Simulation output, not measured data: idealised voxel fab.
Documented hereafter: the process module known as voxel transistor to metal.
This is section cut - it's 215 nm across, gridded in 5 nm square cells.
Each cross-section below is a grid of square cells, stated as bands in top-down order, with one or more rows of cells making up each band.
What a band's entry tells you: where the top is and where the bottom is, as heights in nm, and after that what lies inside, material by material from left to right, each with its width in nm. Empty space is written as the word "air", and a single material marked with the word "full width" occupies the band from edge to edge.
Note: height 0 marks the level under which the wafer is uniformly one material as received. Lowest band unbounded below, written "z 0 and below".
The width entry "30 to 40" should be interpreted row by row: the top row of cells in the band takes the first number, the bottom row takes the second number, and the change between adjacent rows is uniform throughout.
The cross-section has no changed cell in any step marked "remained unchanged".
Entry "Listed closed voids". Content: empty spaces with no open connection to the top, size 8 cells or greater. Each: width x height at distance. Distance: from left edge. Unit: nm.
Post-settings text on a step line: simulator's own remark regarding the step.
overlay nm: right-of-plan distance of the mask on a masked step; negative values mean left-of-plan.
Guide to the pairs. Each holds a before and an after cross-section around one process step; the after cross-section is cut off at the lowest band that changed. Look under the pair for the step between them and its settings. Pairs can come from different runs of this module on the same starting wafer, so a pair follows on from the one above it only where its entry headed "Incoming profile" says it does.
Incoming profile
  z 115 to 100 | air (50)  resist (20)  air (55)  resist (20)  air (70)
  z 100 to 85 | air (50)  aC (20)  air (55)  aC (20)  air (70)
  z 85 to 60 | W full width
  z 60 to 55 | TiN full width
  z 55 to 40 | SiO2 (60)  TiN (5)  Ru (10)  TiN (5)  SiO2 (55)  TiN (5)  Ru (10)  TiN (5)  SiO2 (60)
  z 40 to 25 | SiO2 (60)  TiN (5)  Ru (10)  TiN (5)  SiO2 (5)  SiN (10)  SiCN (25)  SiN (10)  SiO2 (5)  TiN (5)  Ru (10)  TiN (5)  SiO2 (60)
  z 25 to 5 | SiO2 (60)  TiN (5)  Ru (10)  TiN (5)  SiO2 (5)  SiN (10)  polySi (25)  SiN (10)  SiO2 (5)  TiN (5)  Ru (10)  TiN (5)  SiO2 (60)
  z 5 to 0 | SiO2 (60)  TiN (20)  SiO2 (5)  SiN (10)  polySi (25)  SiN (10)  SiO2 (5)  TiN (20)  SiO2 (60)
  z 0 to -5 | SiO2 (50)  SiN (10)  nSi (10)  TiN (5)  nSi (10)  SiN (10)  polySi (25)  SiN (10)  nSi (10)  TiN (5)  nSi (10)  SiN (10)  SiO2 (50)
  z -5 to -10 | SiO2 (60)  nSi (10)  TiN (5)  nSi (10)  SiO2 (45)  nSi (10)  TiN (5)  nSi (10)  SiO2 (60)
  z -10 to -20 | SiO2 (55)  Si (5)  nSi (25)  Si (45)  nSi (25)  Si (5)  SiO2 (55)
  z -20 to -35 | SiO2 (55)  Si (105)  SiO2 (55)
  z -35 and below | Si full width
  Listed closed voids: none
Post-Step Section View
  z 100 to 85 | air (50)  aC (20)  air (55)  aC (20)  air (70)
  Nothing below the height 85 has changed.
  Listed closed voids: none
The before and after cross-sections above are linked by STRIP,etch materials resist
Incoming profile: it's just the after picture from the pair right above this one.
Post-Step Section View
  z 100 to 85 | air (50)  aC (20)  air (55)  aC (20)  air (70)
  z 85 to 60 | air (50)  W (20)  air (55)  W (20)  air (70)
  Nothing below the height 60 has changed.
  Listed closed voids: none
The before and after cross-sections above are linked by DIRECTIONAL_ETCH,etch materials W,depth nm 25
Incoming profile: it's just the after picture from the pair right above this one.
Post-Step Section View
  z 100 to 85 | air (50)  aC (20)  air (55)  aC (20)  air (70)
  z 85 to 60 | air (50)  W (20)  air (55)  W (20)  air (70)
  z 60 to 55 | air (50)  TiN (20)  air (55)  TiN (20)  air (70)
  Nothing below the height 55 has changed.
  Listed closed voids: none
The before and after cross-sections above are linked by DIRECTIONAL_ETCH,etch materials TiN,depth nm 5
Incoming profile: it's just the after picture from the pair right above this one.
Post-Step Section View
  z 85 to 60 | air (50)  W (20)  air (55)  W (20)  air (70)
  Nothing below the height 60 has changed.
  Listed closed voids: none
The before and after cross-sections above are linked by STRIP,etch materials aC
Incoming profile: it's just the after picture from the pair right above this one.
Post-Step Section View
  z 90 to 85 | air (45)  SiCN (30)  air (45)  SiCN (30)  air (65)
  z 85 to 60 | air (45)  SiCN (5)  W (20)  SiCN (5)  air (45)  SiCN (5)  W (20)  SiCN (5)  air (65)
  z 60 to 55 | SiCN (50)  TiN (20)  SiCN (55)  TiN (20)  SiCN (70)
  Nothing below the height 55 has changed.
  Listed closed voids: none
The before and after cross-sections above are linked by CONFORMAL_DEP,material SiCN,thk nm 5
Incoming profile: it's just the after picture from the pair right above this one.
Post-Step Section View
  z 95 to 90 | SiO2 full width
  z 90 to 85 | SiO2 (45)  SiCN (30)  SiO2 (45)  SiCN (30)  SiO2 (65)
  z 85 to 60 | SiO2 (45)  SiCN (5)  W (20)  SiCN (5)  SiO2 (45)  SiCN (5)  W (20)  SiCN (5)  SiO2 (65)
  Nothing below the height 60 has changed.
  Listed closed voids: none
The before and after cross-sections above are linked by FILL_DEP,material SiO2,thk nm 5
Incoming profile: it's just the after picture from the pair right above this one.
Post-Step Section View
  z 85 to 60 | SiO2 (45)  SiCN (5)  W (20)  SiCN (5)  SiO2 (45)  SiCN (5)  W (20)  SiCN (5)  SiO2 (65)
  Nothing below the height 60 has changed.
  Listed closed voids: none
The before and after cross-sections above are linked by CMP,height nm 85
Incoming profile: it's just the after picture from the pair right above this one.
Post-Step Section View
  z 90 to 85 | SiN full width
  Nothing below the height 85 has changed.
  Listed closed voids: none
The before and after cross-sections above are linked by CONFORMAL_DEP,material SiN,thk nm 5
Incoming profile
  z 55 to 40 | SiO2 (60)  TiN (5)  Ru (10)  TiN (5)  SiO2 (55)  TiN (5)  Ru (10)  TiN (5)  SiO2 (60)
  z 40 to 25 | SiO2 (60)  TiN (5)  Ru (10)  TiN (5)  SiO2 (5)  SiN (10)  SiCN (25)  SiN (10)  SiO2 (5)  TiN (5)  Ru (10)  TiN (5)  SiO2 (60)
  z 25 to 5 | SiO2 (60)  TiN (5)  Ru (10)  TiN (5)  SiO2 (5)  SiN (10)  polySi (25)  SiN (10)  SiO2 (5)  TiN (5)  Ru (10)  TiN (5)  SiO2 (60)
  z 5 to 0 | SiO2 (60)  TiN (20)  SiO2 (5)  SiN (10)  polySi (25)  SiN (10)  SiO2 (5)  TiN (20)  SiO2 (60)
  z 0 to -5 | SiO2 (50)  SiN (10)  nSi (10)  TiN (5)  nSi (10)  SiN (10)  polySi (25)  SiN (10)  nSi (10)  TiN (5)  nSi (10)  SiN (10)  SiO2 (50)
  z -5 to -10 | SiO2 (60)  nSi (10)  TiN (5)  nSi (10)  SiO2 (45)  nSi (10)  TiN (5)  nSi (10)  SiO2 (60)
  z -10 to -20 | SiO2 (55)  Si (5)  nSi (25)  Si (45)  nSi (25)  Si (5)  SiO2 (55)
  z -20 to -35 | SiO2 (55)  Si (105)  SiO2 (55)
  z -35 and below | Si full width
  Listed closed voids: none
Post-Step Section View
  z 60 to 55 | SiO2 full width
  Nothing below the height 55 has changed.
  Listed closed voids: none
The before and after cross-sections above are linked by DIRECTIONAL_DEP,material SiO2,thk nm 5
Incoming profile: it's just the after picture from the pair right above this one.
Post-Step Section View
  z 85 to 60 | W full width
  Nothing below the height 60 has changed.
  Listed closed voids: none
The before and after cross-sections above are linked by DIRECTIONAL_DEP,material W,thk nm 25
Incoming profile: it's just the after picture from the pair right above this one.
Post-Step Section View
  z 100 to 85 | aC full width
  Nothing below the height 85 has changed.
  Listed closed voids: none
The before and after cross-sections above are linked by DIRECTIONAL_DEP,material aC,thk nm 15
Incoming profile: it's just the after picture from the pair right above this one.
Post-Step Section View
  z 130 to 100 | air (60)  resist (20)  air (55)  resist (20)  air (60)
  Nothing below the height 100 has changed.
  Listed closed voids: none
The before and after cross-sections above are linked by PATTERN,tone cover,mask id METAL_1,material resist,width nm 20,pitch nm 75,thk nm 30,overlay nm 0
Incoming profile: it's just the after picture from the pair right above this one.
Post-Step Section View
  z 115 to 100 | air (60)  resist (20)  air (55)  resist (20)  air (60)
  z 100 to 85 | air (60)  aC (20)  air (55)  aC (20)  air (60)
  Nothing below the height 85 has changed.
  Listed closed voids: none
The before and after cross-sections above are linked by DIRECTIONAL_ETCH,etch materials aC,depth nm 15
Incoming profile: it's just the after picture from the pair right above this one.
Post-Step Section View
  z 100 to 85 | air (60)  aC (20)  air (55)  aC (20)  air (60)
  Nothing below the height 85 has changed.
  Listed closed voids: none
The before and after cross-sections above are linked by STRIP,etch materials resist
Incoming profile: it's just the after picture from the pair right above this one.
Post-Step Section View
  z 100 to 85 | air (60)  aC (20)  air (55)  aC (20)  air (60)
  z 85 to 60 | air (60)  W (20)  air (55)  W (20)  air (60)
  Nothing below the height 60 has changed.
  Listed closed voids: none
The before and after cross-sections above are linked by DIRECTIONAL_ETCH,etch materials W,depth nm 25
Incoming profile: it's just the after picture from the pair right above this one.
Post-Step Section View
  z 85 to 60 | air (60)  W (20)  air (55)  W (20)  air (60)
  Nothing below the height 60 has changed.
  Listed closed voids: none
The before and after cross-sections above are linked by STRIP,etch materials aC
Incoming profile: it's just the after picture from the pair right above this one.
Post-Step Section View
  z 90 to 85 | air (55)  SiCN (30)  air (45)  SiCN (30)  air (55)
  z 85 to 65 | air (55)  SiCN (5)  W (20)  SiCN (5)  air (45)  SiCN (5)  W (20)  SiCN (5)  air (55)
  z 65 to 60 | SiCN (60)  W (20)  SiCN (55)  W (20)  SiCN (60)
  Nothing below the height 60 has changed.
  Listed closed voids: none
The before and after cross-sections above are linked by CONFORMAL_DEP,material SiCN,thk nm 5
Incoming profile: it's just the after picture from the pair right above this one.
Post-Step Section View
  z 95 to 90 | SiO2 full width
  z 90 to 85 | SiO2 (55)  SiCN (30)  SiO2 (45)  SiCN (30)  SiO2 (55)
  z 85 to 65 | SiO2 (55)  SiCN (5)  W (20)  SiCN (5)  SiO2 (45)  SiCN (5)  W (20)  SiCN (5)  SiO2 (55)
  Nothing below the height 65 has changed.
  Listed closed voids: none
The before and after cross-sections above are linked by FILL_DEP,material SiO2,thk nm 5
Incoming profile: it's just the after picture from the pair right above this one.
Post-Step Section View
  z 85 to 65 | SiO2 (55)  SiCN (5)  W (20)  SiCN (5)  SiO2 (45)  SiCN (5)  W (20)  SiCN (5)  SiO2 (55)
  Nothing below the height 65 has changed.
  Listed closed voids: none
The before and after cross-sections above are linked by CMP,height nm 85
Incoming profile: it's just the after picture from the pair right above this one.
Post-Step Section View
  z 90 to 85 | SiN full width
  Nothing below the height 85 has changed.
  Listed closed voids: none
The before and after cross-sections above are linked by CONFORMAL_DEP,material SiN,thk nm 5
Incoming profile
  z 55 to 50 | aC (50)  air (115)  aC (50)
  z 50 to 45 | aC full width
  z 45 to 40 | SiCN (50)  aC (115)  SiCN (50)
  z 40 to 30 | SiCN full width
  z 30 to 25 | polySi (50)  SiCN (115)  polySi (50)
  z 25 to 0 | polySi full width
  z 0 to -5 | SiO2 (50)  polySi (115)  SiO2 (50)
  z -5 to -10 | SiO2 full width
  z -10 to -35 | SiO2 (55)  Si (105)  SiO2 (55)
  z -35 and below | Si full width
  Listed closed voids: none
Post-Step Section View
  z 80 to 55 | resist (95)  air (25)  resist (95)
  z 55 to 50 | aC (50)  resist (45)  air (25)  resist (45)  aC (50)
  Nothing below the height 50 has changed.
  Listed closed voids: none
The before and after cross-sections above are linked by PATTERN,tone open,mask id GATE,material resist,width nm 25,thk nm 25,overlay nm 0
Incoming profile: it's just the after picture from the pair right above this one.
Post-Step Section View
  z 70 to 55 | resist (95)  air (25)  resist (95)
  z 55 to 50 | aC (50)  resist (45)  air (25)  resist (45)  aC (50)
  z 50 to 45 | aC (95)  air (25)  aC (95)
  z 45 to 40 | SiCN (50)  aC (45)  air (25)  aC (45)  SiCN (50)
  Nothing below the height 40 has changed.
  Listed closed voids: none
The before and after cross-sections above are linked by DIRECTIONAL_ETCH,etch materials aC,depth nm 10
Incoming profile: it's just the after picture from the pair right above this one.
Post-Step Section View
  z 55 to 45 | aC (50 to 95)  air (115 to 25)  aC (50 to 95)
  Nothing below the height 45 has changed.
  Listed closed voids: none
The before and after cross-sections above are linked by STRIP,etch materials resist
Incoming profile: it's just the after picture from the pair right above this one.
Post-Step Section View
  z 55 to 45 | aC (50 to 95)  air (115 to 25)  aC (50 to 95)
  z 45 to 40 | SiCN (50)  aC (45)  air (25)  aC (45)  SiCN (50)
  z 40 to 30 | SiCN (95)  air (25)  SiCN (95)
  z 30 to 25 | polySi (50)  SiCN (45)  air (25)  SiCN (45)  polySi (50)
  Nothing below the height 25 has changed.
  Listed closed voids: none
The before and after cross-sections above are linked by DIRECTIONAL_ETCH,etch materials SiCN,depth nm 25
Incoming profile: it's just the after picture from the pair right above this one.
Post-Step Section View
  z 55 to 45 | aC (50 to 95)  air (115 to 25)  aC (50 to 95)
  z 45 to 40 | SiCN (50)  aC (45)  air (25)  aC (45)  SiCN (50)
  z 40 to 30 | SiCN (95)  air (25)  SiCN (95)
  z 30 to 25 | polySi (50)  SiCN (45)  air (25)  SiCN (45)  polySi (50)
  z 25 to 0 | polySi (95)  air (25)  polySi (95)
  z 0 to -5 | SiO2 (50)  polySi (45)  air (25)  polySi (45)  SiO2 (50)
  Nothing below the height -5 has changed.
  Listed closed voids: none
The before and after cross-sections above are linked by DIRECTIONAL_ETCH,etch materials polySi,depth nm 40
Incoming profile: it's just the after picture from the pair right above this one.
Post-Step Section View
  z 45 to 40 | SiCN (50)  air (115)  SiCN (50)
  Nothing below the height 40 has changed.
  Listed closed voids: none
The before and after cross-sections above are linked by STRIP,etch materials aC
Incoming profile: it's just the after picture from the pair right above this one.
Post-Step Section View
  z 55 to 45 | SiN (60 to 105)  air (95 to 5)  SiN (60 to 105)
  z 45 to 40 | SiCN (50)  SiN (55)  air (5)  SiN (55)  SiCN (50)
  z 40 to 30 | SiCN (95)  SiN (10)  air (5)  SiN (10)  SiCN (95)
  z 30 to 25 | polySi (50)  SiCN (45)  SiN (10)  air (5)  SiN (10)  SiCN (45)  polySi (50)
  z 25 to 5 | polySi (95)  SiN (10)  air (5)  SiN (10)  polySi (95)
  z 5 to 0 | polySi (95)  SiN (25)  polySi (95)
  z 0 to -5 | SiO2 (50)  polySi (45)  SiN (25)  polySi (45)  SiO2 (50)
  Nothing below the height -5 has changed.
  Listed closed voids: none
The before and after cross-sections above are linked by CONFORMAL_DEP,material SiN,thk nm 10
Incoming profile: it's just the after picture from the pair right above this one.
Post-Step Section View
  z 45 to 40 | SiCN (50)  SiN (10)  air (95)  SiN (10)  SiCN (50)
  z 40 to 30 | SiCN (95)  SiN (10)  air (5)  SiN (10)  SiCN (95)
  z 30 to 25 | polySi (50)  SiCN (45)  SiN (10)  air (5)  SiN (10)  SiCN (45)  polySi (50)
  z 25 to 0 | polySi (95)  SiN (10)  air (5)  SiN (10)  polySi (95)
  z 0 to -5 | SiO2 (50)  polySi (45)  SiN (10)  air (5)  SiN (10)  polySi (45)  SiO2 (50)
  Nothing below the height -5 has changed.
  Listed closed voids: none
The before and after cross-sections above are linked by DIRECTIONAL_ETCH,etch materials SiN,depth nm 10
Incoming profile: it's just the after picture from the pair right above this one.
Post-Step Section View
  z 45 to 40 | SiCN (50)  SiN (10)  air (95)  SiN (10)  SiCN (50)
  z 40 to 30 | SiCN (95)  SiN (10)  air (5)  SiN (10)  SiCN (95)
  z 30 to 25 | polySi (50)  SiCN (45)  SiN (10)  air (5)  SiN (10)  SiCN (45)  polySi (50)
  z 25 to 0 | polySi (95)  SiN (10)  air (5)  SiN (10)  polySi (95)
  z 0 to -5 | SiO2 (50)  polySi (45)  SiN (10)  air (5)  SiN (10)  polySi (45)  SiO2 (50)
  z -5 to -10 | SiO2 (105)  air (5)  SiO2 (105)
  Nothing below the height -10 has changed.
  Listed closed voids: none
The before and after cross-sections above are linked by DIRECTIONAL_ETCH,etch materials SiO2,depth nm 5
Incoming profile: it's just the after picture from the pair right above this one.
Post-Step Section View
  z 45 to 40 | SiCN (50)  SiN (10)  air (95)  SiN (10)  SiCN (50)
  z 40 to 30 | SiCN (95)  SiN (10)  air (5)  SiN (10)  SiCN (95)
  z 30 to 25 | polySi (50)  SiCN (45)  SiN (10)  air (5)  SiN (10)  SiCN (45)  polySi (50)
  z 25 to 0 | polySi (95)  SiN (10)  air (5)  SiN (10)  polySi (95)
  z 0 to -5 | SiO2 (50)  polySi (45)  SiN (10)  air (5)  SiN (10)  polySi (45)  SiO2 (50)
  z -5 to -10 | SiO2 (105)  air (5)  SiO2 (105)
  z -10 to -20 | SiO2 (55)  Si (50)  air (5)  Si (50)  SiO2 (55)
  Nothing below the height -20 has changed.
  Listed closed voids: none
The before and after cross-sections above are linked by DIRECTIONAL_ETCH,etch materials Si,depth nm 10
Incoming profile: it's just the after picture from the pair right above this one.
Post-Step Section View
  z 45 to 40 | SiCN (50)  SiN (10)  air (95)  SiN (10)  SiCN (50)
  z 40 to 30 | SiCN (95)  SiN (10)  air (5)  SiN (10)  SiCN (95)
  z 30 to 25 | polySi (50)  SiCN (45)  SiN (10)  air (5)  SiN (10)  SiCN (45)  polySi (50)
  z 25 to 0 | polySi (95)  SiN (10)  air (5)  SiN (10)  polySi (95)
  z 0 to -5 | SiO2 (50)  polySi (45)  SiN (10)  nSi (5)  SiN (10)  polySi (45)  SiO2 (50)
  z -5 to -10 | SiO2 (105)  nSi (5)  SiO2 (105)
  z -10 to -20 | SiO2 (55)  Si (50)  nSi (5)  Si (50)  SiO2 (55)
  Nothing below the height -20 has changed.
  Listed closed voids: none
The before and after cross-sections above are linked by EPI,material nSi,thk nm 10
Incoming profile: it's just the after picture from the pair right above this one.
Post-Step Section View
  z 55 to 45 | SiO2 full width
  z 45 to 40 | SiCN (50)  SiN (10)  SiO2 (95)  SiN (10)  SiCN (50)
  z 40 to 30 | SiCN (95)  SiN (10)  SiO2 (5)  SiN (10)  SiCN (95)
  z 30 to 25 | polySi (50)  SiCN (45)  SiN (10)  SiO2 (5)  SiN (10)  SiCN (45)  polySi (50)
  z 25 to 0 | polySi (95)  SiN (10)  SiO2 (5)  SiN (10)  polySi (95)
  Nothing below the height 0 has changed.
  Listed closed voids: none
The before and after cross-sections above are linked by FILL_DEP,material SiO2,thk nm 10
Incoming profile: it's just the after picture from the pair right above this one.
Post-Step Section View
  z 40 to 30 | SiCN (95)  SiN (10)  SiO2 (5)  SiN (10)  SiCN (95)
  Nothing below the height 30 has changed.
  Listed closed voids: none
The before and after cross-sections above are linked by CMP,height nm 40
Incoming profile: it's just the after picture from the pair right above this one.
Post-Step Section View
  z 55 to 40 | SiO2 full width
  Nothing below the height 40 has changed.
  Listed closed voids: none
The before and after cross-sections above are linked by DIRECTIONAL_DEP,material SiO2,thk nm 15
Incoming profile: it's just the after picture from the pair right above this one.
Post-Step Section View
  z 70 to 55 | resist (60)  air (20)  resist (55)  air (20)  resist (60)
  Nothing below the height 55 has changed.
  Listed closed voids: none
The before and after cross-sections above are linked by PATTERN,tone open,mask id CONTACT,material resist,width nm 20,pitch nm 75,thk nm 15,overlay nm 0
Incoming profile: it's just the after picture from the pair right above this one.
Post-Step Section View
  z 70 to 55 | resist (60)  air (20)  resist (55)  air (20)  resist (60)
  z 55 to 40 | SiO2 (60)  air (20)  SiO2 (55)  air (20)  SiO2 (60)
  Nothing below the height 40 has changed.
  Listed closed voids: none
The before and after cross-sections above are linked by DIRECTIONAL_ETCH,etch materials SiO2,depth nm 65
Incoming profile: it's just the after picture from the pair right above this one.
Post-Step Section View
  z 55 to 40 | SiO2 (60)  air (20)  SiO2 (55)  air (20)  SiO2 (60)
  Nothing below the height 40 has changed.
  Listed closed voids: none
The before and after cross-sections above are linked by STRIP,etch materials resist
Incoming profile: it's just the after picture from the pair right above this one.
Post-Step Section View
  z 60 to 55 | TiN (65)  air (10)  TiN (65)  air (10)  TiN (65)
  z 55 to 45 | SiO2 (60)  TiN (5)  air (10)  TiN (5)  SiO2 (55)  TiN (5)  air (10)  TiN (5)  SiO2 (60)
  z 45 to 40 | SiO2 (60)  TiN (20)  SiO2 (55)  TiN (20)  SiO2 (60)
  Nothing below the height 40 has changed.
  Listed closed voids: none
The before and after cross-sections above are linked by CONFORMAL_DEP,material TiN,thk nm 5
Incoming profile: it's just the after picture from the pair right above this one.
Post-Step Section View
  z 65 to 60 | Ru full width
  z 60 to 55 | TiN (65)  Ru (10)  TiN (65)  Ru (10)  TiN (65)
  z 55 to 45 | SiO2 (60)  TiN (5)  Ru (10)  TiN (5)  SiO2 (55)  TiN (5)  Ru (10)  TiN (5)  SiO2 (60)
  Nothing below the height 45 has changed.
  Listed closed voids: none
The before and after cross-sections above are linked by FILL_DEP,material Ru,thk nm 5
Incoming profile: it's just the after picture from the pair right above this one.
Post-Step Section View
  z 55 to 45 | SiO2 (60)  TiN (5)  Ru (10)  TiN (5)  SiO2 (55)  TiN (5)  Ru (10)  TiN (5)  SiO2 (60)
  Nothing below the height 45 has changed.
  Listed closed voids: none
The before and after cross-sections above are linked by CMP,height nm 55
Incoming profile: it's just the after picture from the pair right above this one.
Post-Step Section View
  z 60 to 55 | TiN full width
  Nothing below the height 55 has changed.
  Listed closed voids: none
The before and after cross-sections above are linked by DIRECTIONAL_DEP,material TiN,thk nm 5
Incoming profile: it's just the after picture from the pair right above this one.
Post-Step Section View
  z 85 to 60 | W full width
  Nothing below the height 60 has changed.
  Listed closed voids: none
The before and after cross-sections above are linked by DIRECTIONAL_DEP,material W,thk nm 25
Incoming profile: it's just the after picture from the pair right above this one.
Post-Step Section View
  z 100 to 85 | aC full width
  Nothing below the height 85 has changed.
  Listed closed voids: none
The before and after cross-sections above are linked by DIRECTIONAL_DEP,material aC,thk nm 15
Incoming profile: it's just the after picture from the pair right above this one.
Post-Step Section View
  z 130 to 100 | air (60)  resist (20)  air (55)  resist (20)  air (60)
  Nothing below the height 100 has changed.
  Listed closed voids: none
The before and after cross-sections above are linked by PATTERN,tone cover,mask id METAL_1,material resist,width nm 20,pitch nm 75,thk nm 30,overlay nm 0
Incoming profile: it's just the after picture from the pair right above this one.
Post-Step Section View
  z 115 to 100 | air (60)  resist (20)  air (55)  resist (20)  air (60)
  z 100 to 85 | air (60)  aC (20)  air (55)  aC (20)  air (60)
  Nothing below the height 85 has changed.
  Listed closed voids: none
The before and after cross-sections above are linked by DIRECTIONAL_ETCH,etch materials aC,depth nm 15
Incoming profile: it's just the after picture from the pair right above this one.
Post-Step Section View
  z 100 to 85 | air (60)  aC (20)  air (55)  aC (20)  air (60)
  Nothing below the height 85 has changed.
  Listed closed voids: none
The before and after cross-sections above are linked by STRIP,etch materials resist
Incoming profile: it's just the after picture from the pair right above this one.
Post-Step Section View
  z 100 to 85 | air (60)  aC (20)  air (55)  aC (20)  air (60)
  z 85 to 60 | air (60)  W (20)  air (55)  W (20)  air (60)
  Nothing below the height 60 has changed.
  Listed closed voids: none
The before and after cross-sections above are linked by DIRECTIONAL_ETCH,etch materials W,depth nm 25
Incoming profile: it's just the after picture from the pair right above this one.
Post-Step Section View
  z 100 to 85 | air (60)  aC (20)  air (55)  aC (20)  air (60)
  z 85 to 60 | air (60)  W (20)  air (55)  W (20)  air (60)
  z 60 to 55 | air (60)  TiN (20)  air (55)  TiN (20)  air (60)
  Nothing below the height 55 has changed.
  Listed closed voids: none
The before and after cross-sections above are linked by DIRECTIONAL_ETCH,etch materials TiN,depth nm 5
Incoming profile: it's just the after picture from the pair right above this one.
Post-Step Section View
  z 85 to 60 | air (60)  W (20)  air (55)  W (20)  air (60)
  Nothing below the height 60 has changed.
  Listed closed voids: none
The before and after cross-sections above are linked by STRIP,etch materials aC
Incoming profile: it's just the after picture from the pair right above this one.
Post-Step Section View
  z 90 to 85 | air (55)  SiCN (30)  air (45)  SiCN (30)  air (55)
  z 85 to 60 | air (55)  SiCN (5)  W (20)  SiCN (5)  air (45)  SiCN (5)  W (20)  SiCN (5)  air (55)
  z 60 to 55 | SiCN (60)  TiN (20)  SiCN (55)  TiN (20)  SiCN (60)
  Nothing below the height 55 has changed.
  Listed closed voids: none
The before and after cross-sections above are linked by CONFORMAL_DEP,material SiCN,thk nm 5
Incoming profile: it's just the after picture from the pair right above this one.
Post-Step Section View
  z 95 to 90 | SiO2 full width
  z 90 to 85 | SiO2 (55)  SiCN (30)  SiO2 (45)  SiCN (30)  SiO2 (55)
  z 85 to 60 | SiO2 (55)  SiCN (5)  W (20)  SiCN (5)  SiO2 (45)  SiCN (5)  W (20)  SiCN (5)  SiO2 (55)
  Nothing below the height 60 has changed.
  Listed closed voids: none
The before and after cross-sections above are linked by FILL_DEP,material SiO2,thk nm 5
Incoming profile: it's just the after picture from the pair right above this one.
Post-Step Section View
  z 85 to 60 | SiO2 (55)  SiCN (5)  W (20)  SiCN (5)  SiO2 (45)  SiCN (5)  W (20)  SiCN (5)  SiO2 (55)
  Nothing below the height 60 has changed.
  Listed closed voids: none
The before and after cross-sections above are linked by CMP,height nm 85
Incoming profile: it's just the after picture from the pair right above this one.
Post-Step Section View
  z 90 to 85 | SiN full width
  Nothing below the height 85 has changed.
  Listed closed voids: none
The before and after cross-sections above are linked by CONFORMAL_DEP,material SiN,thk nm 5
